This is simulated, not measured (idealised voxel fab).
process module | voxel capacitor over wiring
cross-section cut | 195 nm wide | cells 5 nm
A cross-section is a grid of square cells, given in bands from the top down. A band is one or more rows of cells.
Each band's line starts with the height of the band's top and of its bottom, in nm. Then come its materials from left to right, each with its width in nm. One material with "throughout" fills the band from edge to edge. "air" is empty space.
Height 0 is the level under which the wafer as received is all one material. The lowest band goes on downwards, as in "0 down".
A width such as "30 to 40" changes by the same amount from each row of cells to the next, from the band's top row to its bottom row.
"no change" after a step means that no cell of the cross-section changed.
closed voids: empty space of 8 cells or more with no open way to the top, each as width x height at its distance from the left edge, in nm
after a step's settings: what the simulator itself notes on the step
overlay nm, on a step with a mask: how far to the right of its planned place the mask lay; to the left if negative
plan
1 op RECEIVE | material Si
2 op CONFORMAL_DEP | material SiO2 | thk nm 10
3 op CONFORMAL_DEP | material SiCN | thk nm 5
4 op DIRECTIONAL_DEP | material SiO2 | thk nm 20
5 op PATTERN | tone open | mask id METAL_1 | material resist | width nm 30 | pitch nm 100 | thk nm 15 | overlay nm 0
6 op DIRECTIONAL_ETCH | etch materials SiO2 | depth nm 20
7 op DIRECTIONAL_ETCH | etch materials SiCN | depth nm 5
8 op STRIP | etch materials resist
9 op CONFORMAL_DEP | material TiN | thk nm 5
10 op FILL_DEP | material W | thk nm 5
11 op CMP | height nm 35
12 op EPI | material Ru | thk nm 5
13 op FILL_DEP | material SiCN | thk nm 5
14 op DIRECTIONAL_DEP | material lowk | thk nm 15
15 op PATTERN | tone open | mask id PLUG_1 | material resist | width nm 15 | thk nm 15 | overlay nm 0
16 op DIRECTIONAL_ETCH | etch materials lowk | depth nm 15
17 op DIRECTIONAL_ETCH | etch materials SiCN | depth nm 5
18 op STRIP | etch materials resist
19 op EPI | material Ru | thk nm 10
20 op EPI | material Ru | thk nm 10
21 op DIRECTIONAL_DEP | material TiN | thk nm 5
22 op DIRECTIONAL_DEP | material Al2O3 | thk nm 5
23 op DIRECTIONAL_DEP | material TiN | thk nm 10
24 op PATTERN | tone cover | mask id UPPER_PLATE | material resist | width nm 75 | thk nm 20 | overlay nm 0
25 op DIRECTIONAL_ETCH | etch materials TiN | depth nm 10
26 op DIRECTIONAL_ETCH | etch materials Al2O3 | depth nm 5
27 op STRIP | etch materials resist
28 op PATTERN | tone cover | mask id LOWER_PLATE | material resist | width nm 85 | thk nm 15 | overlay nm 0
29 op DIRECTIONAL_ETCH | etch materials TiN | depth nm 5
30 op STRIP | etch materials resist
31 op FILL_DEP | material SiO2 | thk nm 20
32 op CMP | height nm 95
33 op DIRECTIONAL_DEP | material aC | thk nm 15
34 op PATTERN | tone open | mask id PLUG_2 | material resist | width nm 15 | thk nm 30 | overlay nm 0
35 op DIRECTIONAL_ETCH | etch materials aC | depth nm 15
36 op STRIP | etch materials resist
37 op DIRECTIONAL_ETCH | etch materials SiO2 | depth nm 15
38 op STRIP | etch materials aC
39 op CONFORMAL_DEP | material TiN | thk nm 5
40 op FILL_DEP | material Cu | thk nm 10
41 op CMP | height nm 95
42 op CONFORMAL_DEP | material SiCN | thk nm 5
as received, after step 1
  0 down: Si throughout
  closed voids: none
a wafer at the end: this start, this plan, one mistake
  100 to 95: SiCN throughout
  95 to 90: SiO2 55 | TiN 15 | SiO2 125
  90 to 80: SiO2 45 | TiN 25 | SiO2 125
  80 to 75: SiO2 45 | Al2O3 25 | TiN 50 | SiO2 75
  75 to 70: SiO2 40 | TiN 80 | SiO2 75
  70 to 65: SiO2 35 | Ru 35 | Al2O3 50 | SiO2 75
  65 to 60: SiO2 35 | Ru 35 | TiN 55 | SiO2 70
  60 to 45: lowk 45 | Ru 15 | lowk 135
  45 to 40: SiCN 45 | Ru 15 | SiCN 135
  40 to 35: SiCN 25 | Ru 40 | SiCN 60 | Ru 40 | SiCN 30
  35 to 15: SiO2 30 | TiN 5 | W 20 | TiN 5 | SiO2 70 | TiN 5 | W 20 | TiN 5 | SiO2 35
  15 to 10: SiCN 30 | TiN 30 | SiCN 70 | TiN 30 | SiCN 35
  10 to 0: SiO2 throughout
  0 down: Si throughout
  closed voids: none
what went wrong: one of the steps 19 and 20, which are alike, was run twice
